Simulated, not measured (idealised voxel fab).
process module | voxel self aligned vias
cross-section cut | 280 nm wide | cells 5 nm
A cross-section is a grid of square cells, given in bands from the top down. A band is one or more rows of cells.
Each band's line starts with the height of the band's top and of its bottom, in nm. Then come its materials from left to right, each with its width in nm. One material with "throughout" fills the band from edge to edge. "air" is empty space.
Height 0 is the level under which the wafer as received is all one material. The lowest band goes on downwards, as in "0 down".
A width such as "30 to 40" changes by the same amount from each row of cells to the next, from the band's top row to its bottom row.
"no change" after a step means that no cell of the cross-section changed.
closed voids: empty space of 8 cells or more with no open way to the top, each as width x height at its distance from the left edge, in nm
after a step's settings: what the simulator itself notes on the step
overlay nm, on a step with a mask: how far to the right of its planned place the mask lay; to the left if negative
plan
1 op RECEIVE | material Si
2 op CONFORMAL_DEP | material SiO2 | thk nm 10
3 op CONFORMAL_DEP | material SiCN | thk nm 5
4 op DIRECTIONAL_DEP | material lowk | thk nm 25
5 op DIRECTIONAL_DEP | material aC | thk nm 15
6 op PATTERN | tone open | mask id LINES | material resist | width nm 30 | pitch nm 75 | thk nm 30 | overlay nm 0
7 op DIRECTIONAL_ETCH | etch materials aC | depth nm 15
8 op STRIP | etch materials resist
9 op DIRECTIONAL_ETCH | etch materials lowk | depth nm 25
10 op STRIP | etch materials aC
11 op CONFORMAL_DEP | material TiN | thk nm 5
12 op FILL_DEP | material W | thk nm 5
13 op CMP | height nm 40
14 op SELECTIVE_ETCH | etch materials W Ru TiN | depth nm 5
15 op FILL_DEP | material SiN | thk nm 10
16 op CMP | height nm 40
17 op DIRECTIONAL_DEP | material lowk | thk nm 15
18 op DIRECTIONAL_DEP | material aC | thk nm 15
19 op PATTERN | tone open | mask id VIAS | material resist | width nm 50 | thk nm 30 | overlay nm 0
20 op DIRECTIONAL_ETCH | etch materials aC | depth nm 15
21 op STRIP | etch materials resist
22 op DIRECTIONAL_ETCH | etch materials lowk | depth nm 15
23 op DIRECTIONAL_ETCH | etch materials SiN | depth nm 5
24 op STRIP | etch materials aC
25 op CONFORMAL_DEP | material TiN | thk nm 5
26 op FILL_DEP | material Ru | thk nm 5
27 op CMP | height nm 55
28 op CONFORMAL_DEP | material SiCN | thk nm 5
as received, after step 1
  0 down: Si throughout
  closed voids: none
a wafer at the end: this start, this plan, one mistake
  60 to 55: SiCN throughout
  55 to 45: lowk 75 | TiN 5 | Ru 45 | TiN 5 | lowk 150
  45 to 40: lowk 75 | TiN 15 | Ru 20 | TiN 20 | lowk 150
  40 to 35: lowk 85 | TiN 30 | lowk 45 | SiN 30 | lowk 90
  35 to 20: lowk 85 | TiN 5 | W 20 | TiN 5 | lowk 45 | TiN 5 | W 20 | TiN 5 | lowk 90
  20 to 15: lowk 85 | TiN 30 | lowk 45 | TiN 30 | lowk 90
  15 to 10: SiCN throughout
  10 to 0: SiO2 throughout
  0 down: Si throughout
  closed voids: none
what went wrong: step 19 ran as: op PATTERN | tone open | mask id VIAS | material resist | width nm 55 | thk nm 30 | overlay nm 0
